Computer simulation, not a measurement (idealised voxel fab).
Documented hereafter: the process module known as voxel self aligned contacts.
We display cut, a cross-section 285 nm in width whose square cells are each 5 nm.
Cross-section = grid of square cells, listed top down in bands; band = one or more rows. Top height, bottom height, nm. Materials left to right, width each, nm. Single material + "everywhere" = fills band edge to edge. "empty" = empty. The reference from which all heights are counted is 0, the level beneath which the as-received wafer is entirely one material; the lowest band, having no lower bound, proceeds downward and is written after the example "top 0, no bottom". Graded width ("30..40"): value in top row of band = first number; value in bottom row = second number; row-to-row change constant. "changes: none", as given for a step, is the statement that not any cell of the cross-section underwent a change during that step. "Sealed cavities": sealed empty spaces, 8 cells or more, no open way to top, listed width x height at distance, with distance from the left edge and width, height and distance in nm. Past the settings on a step's line: simulator remark, on that step. The setting "overlay nm" may be written on the line of a step. When the step uses a mask, the value reports how far to the right of the planned place the mask lay, and a negative value reports that it lay to the left. The remainder of this document consists of a sequence of paired cross-sections. Each pair presents the cross-section prior to one process step together with the cross-section following it, the latter being rendered only as deep as the lowest band that underwent change. The intervening step, together with its settings, is stated beneath each pair. Because the pairs may originate from different runs of this module on the same starting wafer, a given pair is to be read as continuing from the preceding pair only where its entry headed "Pre-step" so indicates.

### Pre-step
- top 65, bottom 45  empty 50 nm; SiN 45 nm; empty 25 nm; SiN 45 nm; empty 25 nm; SiN 45 nm; empty 50 nm
- top 45, bottom 30  SiN everywhere
- top 30, bottom 0  polySi everywhere
- top 0, bottom -5  SiO2 everywhere
- top -5, no bottom  Si everywhere
- Sealed cavities: none

### After the Step
- top 55, bottom 35  empty 50 nm; SiN 45 nm; empty 25 nm; SiN 45 nm; empty 25 nm; SiN 45 nm; empty 50 nm
- Rest of section, below 35: as before.
- Sealed cavities: none
For reference, the processing step occurring between the two cross-sections presented above is as follows: DIRECTIONAL_ETCH | etch materials SiN | depth nm 10

Pre-step: cross-section not repeated; it is the one shown after the step in the pair just above.

### After the Step
- top 75, bottom 55  SiO2 everywhere
- top 55, bottom 35  SiO2 50 nm; SiN 45 nm; SiO2 25 nm; SiN 45 nm; SiO2 25 nm; SiN 45 nm; SiO2 50 nm
- Rest of section, below 35: as before.
- Sealed cavities: none
For reference, the processing step occurring between the two cross-sections presented above is as follows: FILL_DEP | material SiO2 | thk nm 20

Pre-step: cross-section not repeated; it is the one shown after the step in the pair just above.

### After the Step
- top 60, bottom 55  SiO2 everywhere
- Rest of section, below 55: as before.
- Sealed cavities: none
For reference, the processing step occurring between the two cross-sections presented above is as follows: CMP | height nm 60

Pre-step: cross-section not repeated; it is the one shown after the step in the pair just above.

### After the Step
- top 70, bottom 60  aC everywhere
- Rest of section, below 60: as before.
- Sealed cavities: none
For reference, the processing step occurring between the two cross-sections presented above is as follows: DIRECTIONAL_DEP | material aC | thk nm 10

Pre-step: cross-section not repeated; it is the one shown after the step in the pair just above.

### After the Step
- top 100, bottom 70  resist 80 nm; empty 55 nm; resist 15 nm; empty 55 nm; resist 80 nm
- Rest of section, below 70: as before.
- Sealed cavities: none
For reference, the processing step occurring between the two cross-sections presented above is as follows: PATTERN | tone open | mask id CONTACT | material resist | width nm 55 | pitch nm 70 | thk nm 30 | overlay nm 0

Pre-step: cross-section not repeated; it is the one shown after the step in the pair just above.

### After the Step
- top 90, bottom 70  resist 80 nm; empty 55 nm; resist 15 nm; empty 55 nm; resist 80 nm
- top 70, bottom 60  aC 80 nm; empty 55 nm; aC 15 nm; empty 55 nm; aC 80 nm
- Rest of section, below 60: as before.
- Sealed cavities: none
For reference, the processing step occurring between the two cross-sections presented above is as follows: DIRECTIONAL_ETCH | etch materials aC | depth nm 10

Pre-step: cross-section not repeated; it is the one shown after the step in the pair just above.

### After the Step
- top 70, bottom 60  aC 80 nm; empty 55 nm; aC 15 nm; empty 55 nm; aC 80 nm
- Rest of section, below 60: as before.
- Sealed cavities: none
For reference, the processing step occurring between the two cross-sections presented above is as follows: STRIP | etch materials resist

Pre-step: cross-section not repeated; it is the one shown after the step in the pair just above.

### After the Step
- top 70, bottom 60  aC 80 nm; empty 55 nm; aC 15 nm; empty 55 nm; aC 80 nm
- top 60, bottom 55  SiO2 80 nm; empty 55 nm; SiO2 15 nm; empty 55 nm; SiO2 80 nm
- top 55, bottom 35  SiO2 50 nm; SiN 45 nm; empty 25 nm; SiN 45 nm; empty 25 nm; SiN 45 nm; SiO2 50 nm
- Rest of section, below 35: as before.
- Sealed cavities: none
For reference, the processing step occurring between the two cross-sections presented above is as follows: DIRECTIONAL_ETCH | etch materials SiO2 | depth nm 65

Pre-step: cross-section not repeated; it is the one shown after the step in the pair just above.

### After the Step
- top 60, bottom 55  SiO2 80 nm; empty 55 nm; SiO2 15 nm; empty 55 nm; SiO2 80 nm
- Rest of section, below 55: as before.
- Sealed cavities: none
For reference, the processing step occurring between the two cross-sections presented above is as follows: STRIP | etch materials aC

Pre-step: cross-section not repeated; it is the one shown after the step in the pair just above.

### After the Step
- top 65, bottom 60  TiN 85 nm; empty 45 nm; TiN 25 nm; empty 45 nm; TiN 85 nm
- top 60, bottom 55  SiO2 80 nm; TiN 20 nm; empty 15 nm; TiN 20 nm; SiO2 15 nm; TiN 20 nm; empty 15 nm; TiN 20 nm; SiO2 80 nm
- top 55, bottom 40  SiO2 50 nm; SiN 45 nm; TiN 5 nm; empty 15 nm; TiN 5 nm; SiN 45 nm; TiN 5 nm; empty 15 nm; TiN 5 nm; SiN 45 nm; SiO2 50 nm
- top 40, bottom 35  SiO2 50 nm; SiN 45 nm; TiN 25 nm; SiN 45 nm; TiN 25 nm; SiN 45 nm; SiO2 50 nm
- Rest of section, below 35: as before.
- Sealed cavities: none
For reference, the processing step occurring between the two cross-sections presented above is as follows: CONFORMAL_DEP | material TiN | thk nm 5

Pre-step: cross-section not repeated; it is the one shown after the step in the pair just above.

### After the Step
- top 75, bottom 65  W everywhere
- top 65, bottom 60  TiN 85 nm; W 45 nm; TiN 25 nm; W 45 nm; TiN 85 nm
- top 60, bottom 55  SiO2 80 nm; TiN 20 nm; W 15 nm; TiN 20 nm; SiO2 15 nm; TiN 20 nm; W 15 nm; TiN 20 nm; SiO2 80 nm
- top 55, bottom 40  SiO2 50 nm; SiN 45 nm; TiN 5 nm; W 15 nm; TiN 5 nm; SiN 45 nm; TiN 5 nm; W 15 nm; TiN 5 nm; SiN 45 nm; SiO2 50 nm
- Rest of section, below 40: as before.
- Sealed cavities: none
For reference, the processing step occurring between the two cross-sections presented above is as follows: FILL_DEP | material W | thk nm 10

Pre-step: cross-section not repeated; it is the one shown after the step in the pair just above.

### After the Step
- top 60, bottom 55  SiO2 80 nm; TiN 20 nm; W 15 nm; TiN 20 nm; SiO2 15 nm; TiN 20 nm; W 15 nm; TiN 20 nm; SiO2 80 nm
- Rest of section, below 55: as before.
- Sealed cavities: none
For reference, the processing step occurring between the two cross-sections presented above is as follows: CMP | height nm 60

Pre-step: cross-section not repeated; it is the one shown after the step in the pair just above.

### After the Step
- top 65, bottom 60  SiN everywhere
- Rest of section, below 60: as before.
- Sealed cavities: none
For reference, the processing step occurring between the two cross-sections presented above is as follows: CONFORMAL_DEP | material SiN | thk nm 5

### Pre-step
- top 50, bottom 30  SiN everywhere
- top 30, bottom 0  polySi everywhere
- top 0, bottom -5  SiO2 everywhere
- top -5, no bottom  Si everywhere
- Sealed cavities: none

### After the Step
- top 50, bottom 30  empty 65 nm; SiN 15 nm; empty 55 nm; SiN 15 nm; empty 55 nm; SiN 15 nm; empty 65 nm
- Rest of section, below 30: as before.
- Sealed cavities: none
For reference, the processing step occurring between the two cross-sections presented above is as follows: MASKED_ETCH | tone cover | mask id GATE | width nm 15 | pitch nm 70 | etch materials SiN | depth nm 20 | overlay nm 0

Pre-step: cross-section not repeated; it is the one shown after the step in the pair just above.

### After the Step
- top 50, bottom 30  empty 65 nm; SiN 15 nm; empty 55 nm; SiN 15 nm; empty 55 nm; SiN 15 nm; empty 65 nm
- top 30, bottom 0  empty 60 nm; polySi 25 nm; empty 45 nm; polySi 25 nm; empty 45 nm; polySi 25 nm; empty 60 nm
- Rest of section, below 0: as before.
- Sealed cavities: none
For reference, the processing step occurring between the two cross-sections presented above is as follows: MASKED_ETCH | tone cover | mask id GATE | width nm 25 | pitch nm 70 | etch materials polySi | depth nm 30 | overlay nm 0

Pre-step: cross-section not repeated; it is the one shown after the step in the pair just above.

### After the Step
- top 60, bottom 40  empty 55 nm; SiN 35 nm; empty 35 nm; SiN 35 nm; empty 35 nm; SiN 35 nm; empty 55 nm
- top 40, bottom 30  empty 50 nm; SiN 45 nm; empty 25 nm; SiN 45 nm; empty 25 nm; SiN 45 nm; empty 50 nm
- top 30, bottom 10  empty 50 nm; SiN 10 nm; polySi 25 nm; SiN 10 nm; empty 25 nm; SiN 10 nm; polySi 25 nm; SiN 10 nm; empty 25 nm; SiN 10 nm; polySi 25 nm; SiN 10 nm; empty 50 nm
- top 10, bottom 0  SiN 60 nm; polySi 25 nm; SiN 45 nm; polySi 25 nm; SiN 45 nm; polySi 25 nm; SiN 60 nm
- Rest of section, below 0: as before.
- Sealed cavities: none
For reference, the processing step occurring between the two cross-sections presented above is as follows: CONFORMAL_DEP | material SiN | thk nm 10

Pre-step: cross-section not repeated; it is the one shown after the step in the pair just above.

### After the Step
- top 50, bottom 30  empty 55 nm; SiN 35 nm; empty 35 nm; SiN 35 nm; empty 35 nm; SiN 35 nm; empty 55 nm
- top 30, bottom 0  empty 50 nm; SiN 10 nm; polySi 25 nm; SiN 10 nm; empty 25 nm; SiN 10 nm; polySi 25 nm; SiN 10 nm; empty 25 nm; SiN 10 nm; polySi 25 nm; SiN 10 nm; empty 50 nm
- Rest of section, below 0: as before.
- Sealed cavities: none
For reference, the processing step occurring between the two cross-sections presented above is as follows: DIRECTIONAL_ETCH | etch materials SiN | depth nm 10

Pre-step: cross-section not repeated; it is the one shown after the step in the pair just above.

### After the Step
- top 70, bottom 50  SiO2 everywhere
- top 50, bottom 30  SiO2 55 nm; SiN 35 nm; SiO2 35 nm; SiN 35 nm; SiO2 35 nm; SiN 35 nm; SiO2 55 nm
- top 30, bottom 0  SiO2 50 nm; SiN 10 nm; polySi 25 nm; SiN 10 nm; SiO2 25 nm; SiN 10 nm; polySi 25 nm; SiN 10 nm; SiO2 25 nm; SiN 10 nm; polySi 25 nm; SiN 10 nm; SiO2 50 nm
- Rest of section, below 0: as before.
- Sealed cavities: none
For reference, the processing step occurring between the two cross-sections presented above is as follows: FILL_DEP | material SiO2 | thk nm 20

Pre-step: cross-section not repeated; it is the one shown after the step in the pair just above.

### After the Step
- top 60, bottom 50  SiO2 everywhere
- Rest of section, below 50: as before.
- Sealed cavities: none
For reference, the processing step occurring between the two cross-sections presented above is as follows: CMP | height nm 60

Pre-step: cross-section not repeated; it is the one shown after the step in the pair just above.

### After the Step
- top 70, bottom 60  aC everywhere
- Rest of section, below 60: as before.
- Sealed cavities: none
For reference, the processing step occurring between the two cross-sections presented above is as follows: DIRECTIONAL_DEP | material aC | thk nm 10

Pre-step: cross-section not repeated; it is the one shown after the step in the pair just above.

### After the Step
- top 100, bottom 70  resist 80 nm; empty 55 nm; resist 15 nm; empty 55 nm; resist 80 nm
- Rest of section, below 70: as before.
- Sealed cavities: none
For reference, the processing step occurring between the two cross-sections presented above is as follows: PATTERN | tone open | mask id CONTACT | material resist | width nm 55 | pitch nm 70 | thk nm 30 | overlay nm 0

Pre-step: cross-section not repeated; it is the one shown after the step in the pair just above.

### After the Step
- top 90, bottom 70  resist 80 nm; empty 55 nm; resist 15 nm; empty 55 nm; resist 80 nm
- top 70, bottom 60  aC 80 nm; empty 55 nm; aC 15 nm; empty 55 nm; aC 80 nm
- Rest of section, below 60: as before.
- Sealed cavities: none
For reference, the processing step occurring between the two cross-sections presented above is as follows: DIRECTIONAL_ETCH | etch materials aC | depth nm 10

Pre-step: cross-section not repeated; it is the one shown after the step in the pair just above.

### After the Step
- top 70, bottom 60  aC 80 nm; empty 55 nm; aC 15 nm; empty 55 nm; aC 80 nm
- Rest of section, below 60: as before.
- Sealed cavities: none
For reference, the processing step occurring between the two cross-sections presented above is as follows: STRIP | etch materials resist

Pre-step: cross-section not repeated; it is the one shown after the step in the pair just above.

### After the Step
- top 70, bottom 60  aC 80 nm; empty 55 nm; aC 15 nm; empty 55 nm; aC 80 nm
- top 60, bottom 50  SiO2 80 nm; empty 55 nm; SiO2 15 nm; empty 55 nm; SiO2 80 nm
- top 50, bottom 30  SiO2 55 nm; SiN 35 nm; empty 35 nm; SiN 35 nm; empty 35 nm; SiN 35 nm; SiO2 55 nm
- top 30, bottom 0  SiO2 50 nm; SiN 10 nm; polySi 25 nm; SiN 10 nm; empty 25 nm; SiN 10 nm; polySi 25 nm; SiN 10 nm; empty 25 nm; SiN 10 nm; polySi 25 nm; SiN 10 nm; SiO2 50 nm
- top 0, bottom -5  SiO2 95 nm; empty 25 nm; SiO2 45 nm; empty 25 nm; SiO2 95 nm
- Rest of section, below -5: as before.
- Sealed cavities: none
For reference, the processing step occurring between the two cross-sections presented above is as follows: DIRECTIONAL_ETCH | etch materials SiO2 | depth nm 65

Pre-step: cross-section not repeated; it is the one shown after the step in the pair just above.

### After the Step
- top 60, bottom 50  SiO2 80 nm; empty 55 nm; SiO2 15 nm; empty 55 nm; SiO2 80 nm
- Rest of section, below 50: as before.
- Sealed cavities: none
For reference, the processing step occurring between the two cross-sections presented above is as follows: STRIP | etch materials aC

Pre-step: cross-section not repeated; it is the one shown after the step in the pair just above.

### After the Step
- top 65, bottom 60  TiN 85 nm; empty 45 nm; TiN 25 nm; empty 45 nm; TiN 85 nm
- top 60, bottom 50  SiO2 80 nm; TiN 5..15 nm; empty 45..25 nm; TiN 5..15 nm; SiO2 15 nm; TiN 5..15 nm; empty 45..25 nm; TiN 5..15 nm; SiO2 80 nm
- top 50, bottom 35  SiO2 55 nm; SiN 35 nm; TiN 5 nm; empty 25 nm; TiN 5 nm; SiN 35 nm; TiN 5 nm; empty 25 nm; TiN 5 nm; SiN 35 nm; SiO2 55 nm
- top 35, bottom 30  SiO2 55 nm; SiN 35 nm; TiN 10 nm; empty 15 nm; TiN 10 nm; SiN 35 nm; TiN 10 nm; empty 15 nm; TiN 10 nm; SiN 35 nm; SiO2 55 nm
- top 30, bottom 0  SiO2 50 nm; SiN 10 nm; polySi 25 nm; SiN 10 nm; TiN 5 nm; empty 15 nm; TiN 5 nm; SiN 10 nm; polySi 25 nm; SiN 10 nm; TiN 5 nm; empty 15 nm; TiN 5 nm; SiN 10 nm; polySi 25 nm; SiN 10 nm; SiO2 50 nm
- top 0, bottom -5  SiO2 95 nm; TiN 25 nm; SiO2 45 nm; TiN 25 nm; SiO2 95 nm
- Rest of section, below -5: as before.
- Sealed cavities: none
For reference, the processing step occurring between the two cross-sections presented above is as follows: CONFORMAL_DEP | material TiN | thk nm 5

Pre-step: cross-section not repeated; it is the one shown after the step in the pair just above.

### After the Step
- top 75, bottom 65  W everywhere
- top 65, bottom 60  TiN 85 nm; W 45 nm; TiN 25 nm; W 45 nm; TiN 85 nm
- top 60, bottom 50  SiO2 80 nm; TiN 5..15 nm; W 45..25 nm; TiN 5..15 nm; SiO2 15 nm; TiN 5..15 nm; W 45..25 nm; TiN 5..15 nm; SiO2 80 nm
- top 50, bottom 35  SiO2 55 nm; SiN 35 nm; TiN 5 nm; W 25 nm; TiN 5 nm; SiN 35 nm; TiN 5 nm; W 25 nm; TiN 5 nm; SiN 35 nm; SiO2 55 nm
- top 35, bottom 30  SiO2 55 nm; SiN 35 nm; TiN 10 nm; W 15 nm; TiN 10 nm; SiN 35 nm; TiN 10 nm; W 15 nm; TiN 10 nm; SiN 35 nm; SiO2 55 nm
- top 30, bottom 0  SiO2 50 nm; SiN 10 nm; polySi 25 nm; SiN 10 nm; TiN 5 nm; W 15 nm; TiN 5 nm; SiN 10 nm; polySi 25 nm; SiN 10 nm; TiN 5 nm; W 15 nm; TiN 5 nm; SiN 10 nm; polySi 25 nm; SiN 10 nm; SiO2 50 nm
- Rest of section, below 0: as before.
- Sealed cavities: none
For reference, the processing step occurring between the two cross-sections presented above is as follows: FILL_DEP | material W | thk nm 10

Pre-step: cross-section not repeated; it is the one shown after the step in the pair just above.

### After the Step
- top 60, bottom 50  SiO2 80 nm; TiN 5..15 nm; W 45..25 nm; TiN 5..15 nm; SiO2 15 nm; TiN 5..15 nm; W 45..25 nm; TiN 5..15 nm; SiO2 80 nm
- Rest of section, below 50: as before.
- Sealed cavities: none
For reference, the processing step occurring between the two cross-sections presented above is as follows: CMP | height nm 60

Pre-step: cross-section not repeated; it is the one shown after the step in the pair just above.

### After the Step
- top 65, bottom 60  SiN everywhere
- Rest of section, below 60: as before.
- Sealed cavities: none
For reference, the processing step occurring between the two cross-sections presented above is as follows: CONFORMAL_DEP | material SiN | thk nm 5

### Pre-step
- top 70, bottom 60  aC everywhere
- top 60, bottom 50  SiO2 everywhere
- top 50, bottom 30  SiO2 50 nm; SiN 45 nm; SiO2 25 nm; SiN 45 nm; SiO2 25 nm; SiN 45 nm; SiO2 50 nm
- top 30, bottom 0  SiO2 50 nm; SiN 10 nm; polySi 25 nm; SiN 10 nm; SiO2 25 nm; SiN 10 nm; polySi 25 nm; SiN 10 nm; SiO2 25 nm; SiN 10 nm; polySi 25 nm; SiN 10 nm; SiO2 50 nm
- top 0, bottom -5  SiO2 everywhere
- top -5, no bottom  Si everywhere
- Sealed cavities: none

### After the Step
- top 100, bottom 70  resist 90 nm; empty 55 nm; resist 15 nm; empty 55 nm; resist 70 nm
- Rest of section, below 70: as before.
- Sealed cavities: none
For reference, the processing step occurring between the two cross-sections presented above is as follows: PATTERN | tone open | mask id CONTACT | material resist | width nm 55 | pitch nm 70 | thk nm 30 | overlay nm 10

Pre-step: cross-section not repeated; it is the one shown after the step in the pair just above.

### After the Step
- top 90, bottom 70  resist 90 nm; empty 55 nm; resist 15 nm; empty 55 nm; resist 70 nm
- top 70, bottom 60  aC 90 nm; empty 55 nm; aC 15 nm; empty 55 nm; aC 70 nm
- Rest of section, below 60: as before.
- Sealed cavities: none
For reference, the processing step occurring between the two cross-sections presented above is as follows: DIRECTIONAL_ETCH | etch materials aC | depth nm 10

Pre-step: cross-section not repeated; it is the one shown after the step in the pair just above.

### After the Step
- top 70, bottom 60  aC 90 nm; empty 55 nm; aC 15 nm; empty 55 nm; aC 70 nm
- Rest of section, below 60: as before.
- Sealed cavities: none
For reference, the processing step occurring between the two cross-sections presented above is as follows: STRIP | etch materials resist

Pre-step: cross-section not repeated; it is the one shown after the step in the pair just above.

### After the Step
- top 70, bottom 60  aC 90 nm; empty 55 nm; aC 15 nm; empty 55 nm; aC 70 nm
- top 60, bottom 50  SiO2 90 nm; empty 55 nm; SiO2 15 nm; empty 55 nm; SiO2 70 nm
- top 50, bottom 30  SiO2 50 nm; SiN 45 nm; empty 25 nm; SiN 45 nm; empty 25 nm; SiN 45 nm; SiO2 50 nm
- top 30, bottom 0  SiO2 50 nm; SiN 10 nm; polySi 25 nm; SiN 10 nm; empty 25 nm; SiN 10 nm; polySi 25 nm; SiN 10 nm; empty 25 nm; SiN 10 nm; polySi 25 nm; SiN 10 nm; SiO2 50 nm
- top 0, bottom -5  SiO2 95 nm; empty 25 nm; SiO2 45 nm; empty 25 nm; SiO2 95 nm
- Rest of section, below -5: as before.
- Sealed cavities: none
For reference, the processing step occurring between the two cross-sections presented above is as follows: DIRECTIONAL_ETCH | etch materials SiO2 | depth nm 65

Pre-step: cross-section not repeated; it is the one shown after the step in the pair just above.

### After the Step
- top 60, bottom 50  SiO2 90 nm; empty 55 nm; SiO2 15 nm; empty 55 nm; SiO2 70 nm
- Rest of section, below 50: as before.
- Sealed cavities: none
For reference, the processing step occurring between the two cross-sections presented above is as follows: STRIP | etch materials aC

Pre-step: cross-section not repeated; it is the one shown after the step in the pair just above.

### After the Step
- top 65, bottom 60  TiN 95 nm; empty 45 nm; TiN 25 nm; empty 45 nm; TiN 75 nm
- top 60, bottom 50  SiO2 90 nm; TiN 5..10 nm; empty 45..15 nm; TiN 5..30 nm; SiO2 15 nm; TiN 5..10 nm; empty 45..15 nm; TiN 5..30 nm; SiO2 70 nm
- top 50, bottom 30  SiO2 50 nm; SiN 45 nm; TiN 5 nm; empty 15 nm; TiN 5 nm; SiN 45 nm; TiN 5 nm; empty 15 nm; TiN 5 nm; SiN 45 nm; SiO2 50 nm
- top 30, bottom 0  SiO2 50 nm; SiN 10 nm; polySi 25 nm; SiN 10 nm; TiN 5 nm; empty 15 nm; TiN 5 nm; SiN 10 nm; polySi 25 nm; SiN 10 nm; TiN 5 nm; empty 15 nm; TiN 5 nm; SiN 10 nm; polySi 25 nm; SiN 10 nm; SiO2 50 nm
- top 0, bottom -5  SiO2 95 nm; TiN 25 nm; SiO2 45 nm; TiN 25 nm; SiO2 95 nm
- Rest of section, below -5: as before.
- Sealed cavities: none
For reference, the processing step occurring between the two cross-sections presented above is as follows: CONFORMAL_DEP | material TiN | thk nm 5

Pre-step: cross-section not repeated; it is the one shown after the step in the pair just above.

### After the Step
- top 75, bottom 65  W everywhere
- top 65, bottom 60  TiN 95 nm; W 45 nm; TiN 25 nm; W 45 nm; TiN 75 nm
- top 60, bottom 50  SiO2 90 nm; TiN 5..10 nm; W 45..15 nm; TiN 5..30 nm; SiO2 15 nm; TiN 5..10 nm; W 45..15 nm; TiN 5..30 nm; SiO2 70 nm
- top 50, bottom 30  SiO2 50 nm; SiN 45 nm; TiN 5 nm; W 15 nm; TiN 5 nm; SiN 45 nm; TiN 5 nm; W 15 nm; TiN 5 nm; SiN 45 nm; SiO2 50 nm
- top 30, bottom 0  SiO2 50 nm; SiN 10 nm; polySi 25 nm; SiN 10 nm; TiN 5 nm; W 15 nm; TiN 5 nm; SiN 10 nm; polySi 25 nm; SiN 10 nm; TiN 5 nm; W 15 nm; TiN 5 nm; SiN 10 nm; polySi 25 nm; SiN 10 nm; SiO2 50 nm
- Rest of section, below 0: as before.
- Sealed cavities: none
For reference, the processing step occurring between the two cross-sections presented above is as follows: FILL_DEP | material W | thk nm 10

Pre-step: cross-section not repeated; it is the one shown after the step in the pair just above.

### After the Step
- top 60, bottom 50  SiO2 90 nm; TiN 5..10 nm; W 45..15 nm; TiN 5..30 nm; SiO2 15 nm; TiN 5..10 nm; W 45..15 nm; TiN 5..30 nm; SiO2 70 nm
- Rest of section, below 50: as before.
- Sealed cavities: none
For reference, the processing step occurring between the two cross-sections presented above is as follows: CMP | height nm 60

Pre-step: cross-section not repeated; it is the one shown after the step in the pair just above.

### After the Step
- top 65, bottom 60  SiN everywhere
- Rest of section, below 60: as before.
- Sealed cavities: none
For reference, the processing step occurring between the two cross-sections presented above is as follows: CONFORMAL_DEP | material SiN | thk nm 5

### Pre-step
- top 50, bottom 30  empty 50 nm; SiN 45 nm; empty 25 nm; SiN 45 nm; empty 25 nm; SiN 45 nm; empty 50 nm
- top 30, bottom 0  empty 50 nm; SiN 10 nm; polySi 25 nm; SiN 10 nm; empty 25 nm; SiN 10 nm; polySi 25 nm; SiN 10 nm; empty 25 nm; SiN 10 nm; polySi 25 nm; SiN 10 nm; empty 50 nm
- top 0, bottom -5  SiO2 everywhere
- top -5, no bottom  Si everywhere
- Sealed cavities: none

### After the Step
- top 70, bottom 30  SiN everywhere
- top 30, bottom 0  SiN 60 nm; polySi 25 nm; SiN 45 nm; polySi 25 nm; SiN 45 nm; polySi 25 nm; SiN 60 nm
- Rest of section, below 0: as before.
- Sealed cavities: none
For reference, the processing step occurring between the two cross-sections presented above is as follows: FILL_DEP | material SiN | thk nm 20

Pre-step: cross-section not repeated; it is the one shown after the step in the pair just above.

### After the Step
- top 60, bottom 30  SiN everywhere
- Rest of section, below 30: as before.
- Sealed cavities: none
For reference, the processing step occurring between the two cross-sections presented above is as follows: CMP | height nm 60

Pre-step: cross-section not repeated; it is the one shown after the step in the pair just above.

### After the Step
- top 70, bottom 60  aC everywhere
- Rest of section, below 60: as before.
- Sealed cavities: none
For reference, the processing step occurring between the two cross-sections presented above is as follows: DIRECTIONAL_DEP | material aC | thk nm 10

Pre-step: cross-section not repeated; it is the one shown after the step in the pair just above.

### After the Step
- top 100, bottom 70  resist 80 nm; empty 55 nm; resist 15 nm; empty 55 nm; resist 80 nm
- Rest of section, below 70: as before.
- Sealed cavities: none
For reference, the processing step occurring between the two cross-sections presented above is as follows: PATTERN | tone open | mask id CONTACT | material resist | width nm 55 | pitch nm 70 | thk nm 30 | overlay nm 0

Pre-step: cross-section not repeated; it is the one shown after the step in the pair just above.

### After the Step
- top 90, bottom 70  resist 80 nm; empty 55 nm; resist 15 nm; empty 55 nm; resist 80 nm
- top 70, bottom 60  aC 80 nm; empty 55 nm; aC 15 nm; empty 55 nm; aC 80 nm
- Rest of section, below 60: as before.
- Sealed cavities: none
For reference, the processing step occurring between the two cross-sections presented above is as follows: DIRECTIONAL_ETCH | etch materials aC | depth nm 10

Pre-step: cross-section not repeated; it is the one shown after the step in the pair just above.

### After the Step
- top 70, bottom 60  aC 80 nm; empty 55 nm; aC 15 nm; empty 55 nm; aC 80 nm
- Rest of section, below 60: as before.
- Sealed cavities: none
For reference, the processing step occurring between the two cross-sections presented above is as follows: STRIP | etch materials resist

Pre-step: cross-section not repeated; it is the one shown after the step in the pair just above.

### After the Step
- top 60, bottom 30  SiN everywhere
- Rest of section, below 30: as before.
- Sealed cavities: none
For reference, the processing step occurring between the two cross-sections presented above is as follows: STRIP | etch materials aC

Pre-step: cross-section not repeated; it is the one shown after the step in the pair just above.

### After the Step
- top 65, bottom 60  TiN everywhere
- Rest of section, below 60: as before.
- Sealed cavities: none
For reference, the processing step occurring between the two cross-sections presented above is as follows: CONFORMAL_DEP | material TiN | thk nm 5

Pre-step: cross-section not repeated; it is the one shown after the step in the pair just above.

### After the Step
- top 75, bottom 65  W everywhere
- Rest of section, below 65: as before.
- Sealed cavities: none
For reference, the processing step occurring between the two cross-sections presented above is as follows: FILL_DEP | material W | thk nm 10

Pre-step: cross-section not repeated; it is the one shown after the step in the pair just above.

### After the Step
- top 60, bottom 30  SiN everywhere
- Rest of section, below 30: as before.
- Sealed cavities: none
For reference, the processing step occurring between the two cross-sections presented above is as follows: CMP | height nm 60

Pre-step: cross-section not repeated; it is the one shown after the step in the pair just above.

### After the Step
- top 65, bottom 30  SiN everywhere
- Rest of section, below 30: as before.
- Sealed cavities: none
For reference, the processing step occurring between the two cross-sections presented above is as follows: CONFORMAL_DEP | material SiN | thk nm 5

### Pre-step
- top 50, bottom 30  SiN everywhere
- top 30, bottom 0  polySi everywhere
- top 0, bottom -5  SiO2 everywhere
- top -5, no bottom  Si everywhere
- Sealed cavities: none

### After the Step
- top 50, bottom 30  SiN 60 nm; empty 25 nm; SiN 45 nm; empty 25 nm; SiN 45 nm; empty 25 nm; SiN 60 nm
- Rest of section, below 30: as before.
- Sealed cavities: none
For reference, the processing step occurring between the two cross-sections presented above is as follows: MASKED_ETCH | tone open | mask id GATE | width nm 25 | pitch nm 70 | etch materials SiN | depth nm 20 | overlay nm 0

Pre-step: cross-section not repeated; it is the one shown after the step in the pair just above.

### After the Step
- top 60, bottom 40  SiN 70 nm; empty 5 nm; SiN 65 nm; empty 5 nm; SiN 65 nm; empty 5 nm; SiN 70 nm
- top 40, bottom 30  SiN everywhere
- Rest of section, below 30: as before.
- Sealed cavities: none
For reference, the processing step occurring between the two cross-sections presented above is as follows: CONFORMAL_DEP | material SiN | thk nm 10

Pre-step: cross-section not repeated; it is the one shown after the step in the pair just above.

### After the Step
- top 50, bottom 30  SiN 70 nm; empty 5 nm; SiN 65 nm; empty 5 nm; SiN 65 nm; empty 5 nm; SiN 70 nm
- Rest of section, below 30: as before.
- Sealed cavities: none
For reference, the processing step occurring between the two cross-sections presented above is as follows: DIRECTIONAL_ETCH | etch materials SiN | depth nm 10

Pre-step: cross-section not repeated; it is the one shown after the step in the pair just above.

### After the Step
- top 70, bottom 50  SiO2 everywhere
- top 50, bottom 30  SiN 70 nm; SiO2 5 nm; SiN 65 nm; SiO2 5 nm; SiN 65 nm; SiO2 5 nm; SiN 70 nm
- Rest of section, below 30: as before.
- Sealed cavities: none
For reference, the processing step occurring between the two cross-sections presented above is as follows: FILL_DEP | material SiO2 | thk nm 20

Pre-step: cross-section not repeated; it is the one shown after the step in the pair just above.

### After the Step
- top 60, bottom 50  SiO2 everywhere
- Rest of section, below 50: as before.
- Sealed cavities: none
For reference, the processing step occurring between the two cross-sections presented above is as follows: CMP | height nm 60

Pre-step: cross-section not repeated; it is the one shown after the step in the pair just above.

### After the Step
- top 70, bottom 60  aC everywhere
- Rest of section, below 60: as before.
- Sealed cavities: none
For reference, the processing step occurring between the two cross-sections presented above is as follows: DIRECTIONAL_DEP | material aC | thk nm 10

Pre-step: cross-section not repeated; it is the one shown after the step in the pair just above.

### After the Step
- top 100, bottom 70  resist 80 nm; empty 55 nm; resist 15 nm; empty 55 nm; resist 80 nm
- Rest of section, below 70: as before.
- Sealed cavities: none
For reference, the processing step occurring between the two cross-sections presented above is as follows: PATTERN | tone open | mask id CONTACT | material resist | width nm 55 | pitch nm 70 | thk nm 30 | overlay nm 0

Pre-step: cross-section not repeated; it is the one shown after the step in the pair just above.

### After the Step
- top 90, bottom 70  resist 80 nm; empty 55 nm; resist 15 nm; empty 55 nm; resist 80 nm
- top 70, bottom 60  aC 80 nm; empty 55 nm; aC 15 nm; empty 55 nm; aC 80 nm
- Rest of section, below 60: as before.
- Sealed cavities: none
For reference, the processing step occurring between the two cross-sections presented above is as follows: DIRECTIONAL_ETCH | etch materials aC | depth nm 10

Pre-step: cross-section not repeated; it is the one shown after the step in the pair just above.

### After the Step
- top 70, bottom 60  aC 80 nm; empty 55 nm; aC 15 nm; empty 55 nm; aC 80 nm
- Rest of section, below 60: as before.
- Sealed cavities: none
For reference, the processing step occurring between the two cross-sections presented above is as follows: STRIP | etch materials resist
